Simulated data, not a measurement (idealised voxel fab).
The following process module bears the name voxel gate over fins.
This is section cut - it's 240 nm across, gridded in 5 nm square cells.
Heads up, the way a cross-section reads in here is a grid of square cells, handed over as bands from the top down, with every band being one or more rows of cells. The band entry comprises the height of the band's top followed by the height of its bottom, expressed in nm, and subsequently the band's materials from left to right, each stated together with its width in nm. Where a single material is marked with the word "all across", that material fills the band from edge to edge. The word "blank" represents empty space. Height is counted from the level 0, under which the received wafer is composed throughout of one material. The lowest of the bands is not closed at the bottom but continues downward, in the notation "0..down". A two-number width, for instance "30->40", indicates that the width is equal to the first number in the top row of the band and to the second number in the bottom row, and that it changes by a constant amount per row of cells. The cross-section has no changed cell in any step marked "everything unchanged". So "Closed void roster" is basically the list of trapped voids: any empty space of 8 cells or more that can't reach the top through an opening. They're written width x height at distance, the distance being from the left edge, and it's all nm. Formally, on a step line, whatever follows the settings is a remark that the simulator itself makes on the step. The setting "overlay nm" may be written on the line of a step. When the step uses a mask, the value reports how far to the right of the planned place the mask lay, and a negative value reports that it lay to the left.

-- Steps planned for the process
1 RECEIVE | material Si
2 CONFORMAL_DEP | material SiN | thk nm 5
3 DIRECTIONAL_DEP | material aC | thk nm 10
4 PATTERN | tone cover | mask id FINS | material resist | width nm 15 | pitch nm 35 | thk nm 30 | overlay nm 0
5 DIRECTIONAL_ETCH | etch materials aC | depth nm 10
6 STRIP | etch materials resist
7 DIRECTIONAL_ETCH | etch materials SiN | depth nm 5
8 DIRECTIONAL_ETCH | etch materials Si | depth nm 35
9 STRIP | etch materials aC
10 FILL_DEP | material SiO2 | thk nm 10
11 CMP | height nm 5
12 SELECTIVE_ETCH | etch materials SiO2 | depth nm 20
13 STRIP | etch materials SiN
14 CONFORMAL_DEP | material HfO2 | thk nm 5
15 CONFORMAL_DEP | material TiN | thk nm 5
16 FILL_DEP | material W | thk nm 10
17 CMP | height nm 15
18 CONFORMAL_DEP | material SiCN | thk nm 5

-- Cross-section of the wafer at receipt, which is the condition after step 1
	0..down  Si all across
	Closed void roster: none

-- Here's the wafer cut in cross-section after the module, started and planned just like above, except one thing was done wrong in the run
	20..15  SiCN all across
	15..10  W all across
	10..5  45 nm W / 140 nm TiN / 55 nm W
	5..0  45 nm W / 5 nm TiN / 25 nm HfO2 / 10 nm TiN / 25 nm HfO2 / 10 nm TiN / 25 nm HfO2 / 10 nm TiN / 25 nm HfO2 / 5 nm TiN / 55 nm W
	0..-5  45 nm W / 5 nm TiN / 5 nm HfO2 / 15 nm Si / 5 nm HfO2 / 10 nm TiN / 5 nm HfO2 / 15 nm Si / 5 nm HfO2 / 10 nm TiN / 5 nm HfO2 / 15 nm Si / 5 nm HfO2 / 10 nm TiN / 5 nm HfO2 / 15 nm Si / 5 nm HfO2 / 5 nm TiN / 55 nm W
	-5..-10  50 nm TiN / 5 nm HfO2 / 15 nm Si / 5 nm HfO2 / 10 nm TiN / 5 nm HfO2 / 15 nm Si / 5 nm HfO2 / 10 nm TiN / 5 nm HfO2 / 15 nm Si / 5 nm HfO2 / 10 nm TiN / 5 nm HfO2 / 15 nm Si / 5 nm HfO2 / 60 nm TiN
	-10..-15  55 nm HfO2 / 15 nm Si / 20 nm HfO2 / 15 nm Si / 20 nm HfO2 / 15 nm Si / 20 nm HfO2 / 15 nm Si / 65 nm HfO2
	-15..-35  55 nm SiO2 / 15 nm Si / 20 nm SiO2 / 15 nm Si / 20 nm SiO2 / 15 nm Si / 20 nm SiO2 / 15 nm Si / 65 nm SiO2
	-35..down  Si all across
	Closed void roster: none
Here's what went sideways: rather than as planned, step 4 actually ran as PATTERN | tone cover | mask id FINS | material resist | width nm 15 | pitch nm 35 | thk nm 30 | overlay nm -5
